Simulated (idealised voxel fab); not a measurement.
Process module name: voxel self aligned vias
Cross-sectional view cut (width: 285 nm; square cell size: 5 nm).
Think of the cross-section as a grid of square cells. We describe it in bands, top to bottom, and each band covers one or more rows of those cells. Each band's line starts with the height of the band's top and of its bottom, in nm. Then come its materials from left to right, each with its width in nm. One material with "all across" fills the band from edge to edge. "blank" is empty space. For the purposes of this specification, 0 denotes the height below which the wafer in its as-received condition is composed wholly of one material, and the lowermost band, lacking a lower limit, extends downward without end, as expressed in "0..down". The notation "30 to 40" denotes a width that varies across the rows of cells in the band, beginning at the first number in the top row, finishing at the second number in the bottom row, and changing by an identical amount from each row to the next. "no modifications" for a step: no cell of the cross-section changed in that step. "Encapsulated voids" enumerates empty spaces isolated from the top, with no open way to it, that contain at least 8 cells, giving each as width x height at distance from the left edge, all three in nm. On a step's line, text after the settings is the simulator commenting on that step. overlay nm, on a step with a mask: how far to the right of its planned place the mask lay; to the left if negative.
Planned step list for the process:
| 1 | RECEIVE,material Si |
| 2 | CONFORMAL_DEP,material SiO2,thk nm 10 |
| 3 | CONFORMAL_DEP,material SiCN,thk nm 5 |
| 4 | DIRECTIONAL_DEP,material SiO2,thk nm 25 |
| 5 | PATTERN,tone open,mask id LINES,material resist,width nm 20,pitch nm 55,thk nm 15,overlay nm 0 |
| 6 | DIRECTIONAL_ETCH,etch materials SiO2,depth nm 25 |
| 7 | STRIP,etch materials resist |
| 8 | CONFORMAL_DEP,material TiN,thk nm 5 |
| 9 | FILL_DEP,material Ru,thk nm 5 |
| 10 | CMP,height nm 40 |
| 11 | SELECTIVE_ETCH,etch materials W Ru TiN,depth nm 10 |
| 12 | FILL_DEP,material SiN,thk nm 5 |
| 13 | CMP,height nm 40 |
| 14 | DIRECTIONAL_DEP,material SiO2,thk nm 20 |
| 15 | PATTERN,tone open,mask id VIAS,material resist,width nm 40,pitch nm 110,thk nm 20,overlay nm 0 |
| 16 | DIRECTIONAL_ETCH,etch materials SiO2,depth nm 20 |
| 17 | DIRECTIONAL_ETCH,etch materials SiN,depth nm 10 |
| 18 | STRIP,etch materials resist |
| 19 | CONFORMAL_DEP,material TiN,thk nm 5 |
| 20 | FILL_DEP,material Ru,thk nm 5 |
| 21 | CMP,height nm 60 |
| 22 | CONFORMAL_DEP,material SiCN,thk nm 5 |
Wafer, first of two, run as planned:
As received (post step 1): cross-section:
	0..down  Si all across
	Encapsulated voids: none
After step 2, in cross-section:
	10..0  SiO2 all across
	below 0: unchanged
After step 3, in cross-section:
	15..10  SiCN all across
	below 10: unchanged
After step 4, in cross-section:
	40..15  SiO2 all across
	below 15: unchanged
After step 5, in cross-section:
	55..40  resist 75 / blank 20 / resist 35 / blank 20 / resist 35 / blank 20 / resist 80
	below 40: unchanged
After step 6, in cross-section:
	55..40  resist 75 / blank 20 / resist 35 / blank 20 / resist 35 / blank 20 / resist 80
	40..15  SiO2 75 / blank 20 / SiO2 35 / blank 20 / SiO2 35 / blank 20 / SiO2 80
	below 15: unchanged
After step 7, in cross-section:
	40..15  SiO2 75 / blank 20 / SiO2 35 / blank 20 / SiO2 35 / blank 20 / SiO2 80
	below 15: unchanged
After step 8, in cross-section:
	45..40  TiN 80 / blank 10 / TiN 45 / blank 10 / TiN 45 / blank 10 / TiN 85
	40..20  SiO2 75 / TiN 5 / blank 10 / TiN 5 / SiO2 35 / TiN 5 / blank 10 / TiN 5 / SiO2 35 / TiN 5 / blank 10 / TiN 5 / SiO2 80
	20..15  SiO2 75 / TiN 20 / SiO2 35 / TiN 20 / SiO2 35 / TiN 20 / SiO2 80
	below 15: unchanged
After step 9, in cross-section:
	50..45  Ru all across
	45..40  TiN 80 / Ru 10 / TiN 45 / Ru 10 / TiN 45 / Ru 10 / TiN 85
	40..20  SiO2 75 / TiN 5 / Ru 10 / TiN 5 / SiO2 35 / TiN 5 / Ru 10 / TiN 5 / SiO2 35 / TiN 5 / Ru 10 / TiN 5 / SiO2 80
	below 20: unchanged
After step 10, in cross-section:
	40..20  SiO2 75 / TiN 5 / Ru 10 / TiN 5 / SiO2 35 / TiN 5 / Ru 10 / TiN 5 / SiO2 35 / TiN 5 / Ru 10 / TiN 5 / SiO2 80
	below 20: unchanged
After step 11, in cross-section:
	40..30  SiO2 75 / blank 20 / SiO2 35 / blank 20 / SiO2 35 / blank 20 / SiO2 80
	below 30: unchanged
After step 12, in cross-section:
	45..40  SiN all across
	40..30  SiO2 75 / SiN 20 / SiO2 35 / SiN 20 / SiO2 35 / SiN 20 / SiO2 80
	below 30: unchanged
After step 13, in cross-section:
	40..30  SiO2 75 / SiN 20 / SiO2 35 / SiN 20 / SiO2 35 / SiN 20 / SiO2 80
	below 30: unchanged
After step 14, in cross-section:
	60..40  SiO2 all across
	below 40: unchanged
After step 15, in cross-section:
	80..60  resist 65 / blank 40 / resist 70 / blank 40 / resist 70
	below 60: unchanged
After step 16, in cross-section:
	80..60  resist 65 / blank 40 / resist 70 / blank 40 / resist 70
	60..40  SiO2 65 / blank 40 / SiO2 70 / blank 40 / SiO2 70
	below 40: unchanged
After step 17, in cross-section:
	80..60  resist 65 / blank 40 / resist 70 / blank 40 / resist 70
	60..40  SiO2 65 / blank 40 / SiO2 70 / blank 40 / SiO2 70
	40..30  SiO2 75 / blank 20 / SiO2 35 / SiN 20 / SiO2 35 / blank 20 / SiO2 80
	below 30: unchanged
After step 18, in cross-section:
	60..40  SiO2 65 / blank 40 / SiO2 70 / blank 40 / SiO2 70
	below 40: unchanged
After step 19, in cross-section:
	65..60  TiN 70 / blank 30 / TiN 80 / blank 30 / TiN 75
	60..45  SiO2 65 / TiN 5 / blank 30 / TiN 5 / SiO2 70 / TiN 5 / blank 30 / TiN 5 / SiO2 70
	45..40  SiO2 65 / TiN 15 / blank 10 / TiN 15 / SiO2 70 / TiN 15 / blank 10 / TiN 15 / SiO2 70
	40..35  SiO2 75 / TiN 5 / blank 10 / TiN 5 / SiO2 35 / SiN 20 / SiO2 35 / TiN 5 / blank 10 / TiN 5 / SiO2 80
	35..30  SiO2 75 / TiN 20 / SiO2 35 / SiN 20 / SiO2 35 / TiN 20 / SiO2 80
	below 30: unchanged
After step 20, in cross-section:
	70..65  Ru all across
	65..60  TiN 70 / Ru 30 / TiN 80 / Ru 30 / TiN 75
	60..45  SiO2 65 / TiN 5 / Ru 30 / TiN 5 / SiO2 70 / TiN 5 / Ru 30 / TiN 5 / SiO2 70
	45..40  SiO2 65 / TiN 15 / Ru 10 / TiN 15 / SiO2 70 / TiN 15 / Ru 10 / TiN 15 / SiO2 70
	40..35  SiO2 75 / TiN 5 / Ru 10 / TiN 5 / SiO2 35 / SiN 20 / SiO2 35 / TiN 5 / Ru 10 / TiN 5 / SiO2 80
	below 35: unchanged
After step 21, in cross-section:
	60..45  SiO2 65 / TiN 5 / Ru 30 / TiN 5 / SiO2 70 / TiN 5 / Ru 30 / TiN 5 / SiO2 70
	below 45: unchanged
After step 22, in cross-section:
	65..60  SiCN all across
	below 60: unchanged
Now the other wafer: same start, same recipe, but we messed up one thing when running it. Up to and including step 4 it's the same as the first one:
Second wafer, sectioned view, at step 5's planned end time:
	55..40  resist 65 / blank 20 / resist 35 / blank 20 / resist 35 / blank 20 / resist 90
	below 40: unchanged
Second wafer, sectioned view, at step 6's planned end time:
	55..40  resist 65 / blank 20 / resist 35 / blank 20 / resist 35 / blank 20 / resist 90
	40..15  SiO2 65 / blank 20 / SiO2 35 / blank 20 / SiO2 35 / blank 20 / SiO2 90
	below 15: unchanged
Second wafer, sectioned view, at step 7's planned end time:
	40..15  SiO2 65 / blank 20 / SiO2 35 / blank 20 / SiO2 35 / blank 20 / SiO2 90
	below 15: unchanged
Second wafer, sectioned view, at step 8's planned end time:
	45..40  TiN 70 / blank 10 / TiN 45 / blank 10 / TiN 45 / blank 10 / TiN 95
	40..20  SiO2 65 / TiN 5 / blank 10 / TiN 5 / SiO2 35 / TiN 5 / blank 10 / TiN 5 / SiO2 35 / TiN 5 / blank 10 / TiN 5 / SiO2 90
	20..15  SiO2 65 / TiN 20 / SiO2 35 / TiN 20 / SiO2 35 / TiN 20 / SiO2 90
	below 15: unchanged
Second wafer, sectioned view, at step 9's planned end time:
	50..45  Ru all across
	45..40  TiN 70 / Ru 10 / TiN 45 / Ru 10 / TiN 45 / Ru 10 / TiN 95
	40..20  SiO2 65 / TiN 5 / Ru 10 / TiN 5 / SiO2 35 / TiN 5 / Ru 10 / TiN 5 / SiO2 35 / TiN 5 / Ru 10 / TiN 5 / SiO2 90
	below 20: unchanged
Second wafer, sectioned view, at step 10's planned end time:
	40..20  SiO2 65 / TiN 5 / Ru 10 / TiN 5 / SiO2 35 / TiN 5 / Ru 10 / TiN 5 / SiO2 35 / TiN 5 / Ru 10 / TiN 5 / SiO2 90
	below 20: unchanged
Second wafer, sectioned view, at step 11's planned end time:
	40..30  SiO2 65 / blank 20 / SiO2 35 / blank 20 / SiO2 35 / blank 20 / SiO2 90
	below 30: unchanged
Second wafer, sectioned view, at step 12's planned end time:
	45..40  SiN all across
	40..30  SiO2 65 / SiN 20 / SiO2 35 / SiN 20 / SiO2 35 / SiN 20 / SiO2 90
	below 30: unchanged
Second wafer, sectioned view, at step 13's planned end time:
	40..30  SiO2 65 / SiN 20 / SiO2 35 / SiN 20 / SiO2 35 / SiN 20 / SiO2 90
	below 30: unchanged
Second wafer, sectioned view, at step 14's planned end time:
	60..40  SiO2 all across
	below 40: unchanged
Second wafer, sectioned view, at step 15's planned end time:
	80..60  resist 65 / blank 40 / resist 70 / blank 40 / resist 70
	below 60: unchanged
Second wafer, sectioned view, at step 16's planned end time:
	80..60  resist 65 / blank 40 / resist 70 / blank 40 / resist 70
	60..40  SiO2 65 / blank 40 / SiO2 70 / blank 40 / SiO2 70
	below 40: unchanged
Second wafer, sectioned view, at step 17's planned end time:
	80..60  resist 65 / blank 40 / resist 70 / blank 40 / resist 70
	60..40  SiO2 65 / blank 40 / SiO2 70 / blank 40 / SiO2 70
	40..30  SiO2 65 / blank 20 / SiO2 35 / SiN 20 / SiO2 35 / blank 20 / SiO2 90
	below 30: unchanged
Second wafer, sectioned view, at step 18's planned end time:
	60..40  SiO2 65 / blank 40 / SiO2 70 / blank 40 / SiO2 70
	below 40: unchanged
Second wafer, sectioned view, at step 19's planned end time:
	65..60  TiN 70 / blank 30 / TiN 80 / blank 30 / TiN 75
	60..45  SiO2 65 / TiN 5 / blank 30 / TiN 5 / SiO2 70 / TiN 5 / blank 30 / TiN 5 / SiO2 70
	45..40  SiO2 65 / TiN 5 / blank 10 / TiN 25 / SiO2 70 / TiN 5 / blank 10 / TiN 25 / SiO2 70
	40..35  SiO2 65 / TiN 5 / blank 10 / TiN 5 / SiO2 35 / SiN 20 / SiO2 35 / TiN 5 / blank 10 / TiN 5 / SiO2 90
	35..30  SiO2 65 / TiN 20 / SiO2 35 / SiN 20 / SiO2 35 / TiN 20 / SiO2 90
	below 30: unchanged
Second wafer, sectioned view, at step 20's planned end time:
	70..65  Ru all across
	65..60  TiN 70 / Ru 30 / TiN 80 / Ru 30 / TiN 75
	60..45  SiO2 65 / TiN 5 / Ru 30 / TiN 5 / SiO2 70 / TiN 5 / Ru 30 / TiN 5 / SiO2 70
	45..40  SiO2 65 / TiN 5 / Ru 10 / TiN 25 / SiO2 70 / TiN 5 / Ru 10 / TiN 25 / SiO2 70
	40..35  SiO2 65 / TiN 5 / Ru 10 / TiN 5 / SiO2 35 / SiN 20 / SiO2 35 / TiN 5 / Ru 10 / TiN 5 / SiO2 90
	below 35: unchanged
Second wafer, sectioned view, at step 21's planned end time:
	60..45  SiO2 65 / TiN 5 / Ru 30 / TiN 5 / SiO2 70 / TiN 5 / Ru 30 / TiN 5 / SiO2 70
	below 45: unchanged
Second wafer, sectioned view, at step 22's planned end time:
	65..60  SiCN all across
	below 60: unchanged
Run error: so step 5 ended up running with a different setting than we planned, it ran as PATTERN,tone open,mask id LINES,material resist,width nm 20,pitch nm 55,thk nm 15,overlay nm -10
At the close, every material occupies the same number of cells on the second wafer as on the first, only in different positions.
